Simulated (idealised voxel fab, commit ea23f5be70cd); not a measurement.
process module | voxel transistor to metal
cross-section cut | 205 nm wide | cells 5 nm
A cross-section is a grid of square cells, given in bands from the top down. A band is one or more rows of cells.
Each band's line starts with the height of the band's top and of its bottom, in nm. Then come its materials from left to right, each with its width in nm. One material with "throughout" fills the band from edge to edge. "air" is empty space.
Height 0 is the level under which the wafer as received is all one material. The lowest band goes on downwards, as in "0 down".
A width such as "30 to 40" changes by the same amount from each row of cells to the next, from the band's top row to its bottom row.
"no change" after a step means that no cell of the cross-section changed.
closed voids: empty space of 8 cells or more with no open way to the top, each as width x height at its distance from the left edge, in nm
after a step's settings: what the simulator itself notes on the step
overlay nm, on a step with a mask: how far to the right of its planned place the mask lay; to the left if negative
plan
1 op RECEIVE | material Si
2 op CONFORMAL_DEP | material SiO2 | thk nm 5
3 op CONFORMAL_DEP | material SiN | thk nm 10
4 op MASKED_ETCH | tone cover | mask id ACTIVE | width nm 110 | etch materials SiN | depth nm 10 | overlay nm 0
5 op MASKED_ETCH | tone cover | mask id ACTIVE | width nm 110 | etch materials SiO2 | depth nm 5 | overlay nm 0
6 op MASKED_ETCH | tone cover | mask id ACTIVE | width nm 110 | etch materials Si | depth nm 25 | overlay nm 0
7 op FILL_DEP | material SiO2 | thk nm 15
8 op CMP | height nm 15
9 op SELECTIVE_ETCH | etch materials SiO2 | depth nm 5
10 op STRIP | etch materials SiN
11 op SELECTIVE_ETCH | etch materials SiO2 | depth nm 5
12 op OXIDIZE | depth nm 5
13 op DIRECTIONAL_DEP | material polySi | thk nm 20
14 op DIRECTIONAL_DEP | material SiCN | thk nm 10
15 op MASKED_ETCH | tone cover | mask id GATE | width nm 20 | etch materials SiCN | depth nm 20 | overlay nm 0
16 op MASKED_ETCH | tone cover | mask id GATE | width nm 20 | etch materials polySi | depth nm 30 | overlay nm 0
17 op CONFORMAL_DEP | material SiN | thk nm 10
18 op DIRECTIONAL_ETCH | etch materials SiN | depth nm 10
19 op DIRECTIONAL_ETCH | etch materials SiO2 | depth nm 5
20 op DIRECTIONAL_ETCH | etch materials Si | depth nm 5
21 op EPI | material SiGe | thk nm 5
22 op FILL_DEP | material SiO2 | thk nm 5
23 op CMP | height nm 30
24 op DIRECTIONAL_DEP | material SiO2 | thk nm 15
25 op PATTERN | tone open | mask id CONTACT | material resist | width nm 20 | pitch nm 80 | thk nm 15 | overlay nm 0
26 op DIRECTIONAL_ETCH | etch materials SiO2 | depth nm 50
27 op STRIP | etch materials resist
28 op CONFORMAL_DEP | material TiN | thk nm 5
29 op FILL_DEP | material W | thk nm 5
30 op CMP | height nm 45
31 op CONFORMAL_DEP | material SiCN | thk nm 5
32 op DIRECTIONAL_DEP | material lowk | thk nm 25
33 op MASKED_ETCH | tone open | mask id METAL_1 | width nm 20 | pitch nm 80 | etch materials lowk | depth nm 25 | overlay nm 0
34 op MASKED_ETCH | tone open | mask id METAL_1 | width nm 20 | pitch nm 80 | etch materials SiCN | depth nm 5 | overlay nm 0
35 op CONFORMAL_DEP | material TiN | thk nm 5
36 op FILL_DEP | material Cu | thk nm 10
37 op CMP | height nm 75
38 op CONFORMAL_DEP | material SiCN | thk nm 5
39 op DIRECTIONAL_DEP | material SiO2 | thk nm 30
40 op MASKED_ETCH | tone open | mask id METAL_2 | width nm 20 | pitch nm 80 | etch materials SiO2 | depth nm 15 | overlay nm 0
41 op MASKED_ETCH | tone open | mask id METAL_2_HOLES | width nm 15 | pitch nm 80 | etch materials SiO2 | depth nm 15 | overlay nm 0
42 op MASKED_ETCH | tone open | mask id METAL_2_HOLES | width nm 15 | pitch nm 80 | etch materials SiCN | depth nm 5 | overlay nm 0
43 op CONFORMAL_DEP | material TiN | thk nm 5
44 op FILL_DEP | material Cu | thk nm 10
45 op CMP | height nm 110
46 op CONFORMAL_DEP | material SiCN | thk nm 5
as received, after step 1
  0 down: Si throughout
  closed voids: none
a wafer at the end: this start, this plan, one mistake
  115 to 110: SiCN throughout
  110 to 100: SiO2 50 | TiN 5 | Cu 10 | TiN 5 | SiO2 60 | TiN 5 | Cu 10 | TiN 5 | SiO2 55
  100 to 95: SiO2 50 | TiN 5 | Cu 5 | TiN 10 | SiO2 60 | TiN 5 | Cu 5 | TiN 10 | SiO2 55
  95 to 80: SiO2 50 | TiN 5 | Cu 5 | TiN 5 | SiO2 65 | TiN 5 | Cu 5 | TiN 5 | SiO2 60
  80 to 75: SiCN 50 | TiN 15 | SiCN 65 | TiN 15 | SiCN 60
  75 to 50: lowk 50 | TiN 5 | Cu 10 | TiN 5 | lowk 60 | TiN 5 | Cu 10 | TiN 5 | lowk 55
  50 to 45: SiCN 50 | TiN 20 | SiCN 60 | TiN 20 | SiCN 55
  45 to 30: SiO2 50 | TiN 5 | W 10 | TiN 5 | SiO2 60 | TiN 5 | W 10 | TiN 5 | SiO2 55
  30 to 20: SiO2 50 | TiN 5 | W 10 | TiN 5 | SiO2 10 | SiN 10 | polySi 20 | SiN 10 | SiO2 10 | TiN 5 | W 10 | TiN 5 | SiO2 55
  20 to 15: SiO2 50 | TiN 20 | SiO2 60 | TiN 20 | SiO2 55
  15 to 5: SiO2 45 | SiN 110 | SiO2 50
  5 to 0: SiO2 throughout
  0 to -25: SiO2 45 | Si 110 | SiO2 50
  -25 down: Si throughout
  closed voids: none
what went wrong: step 8 was left out
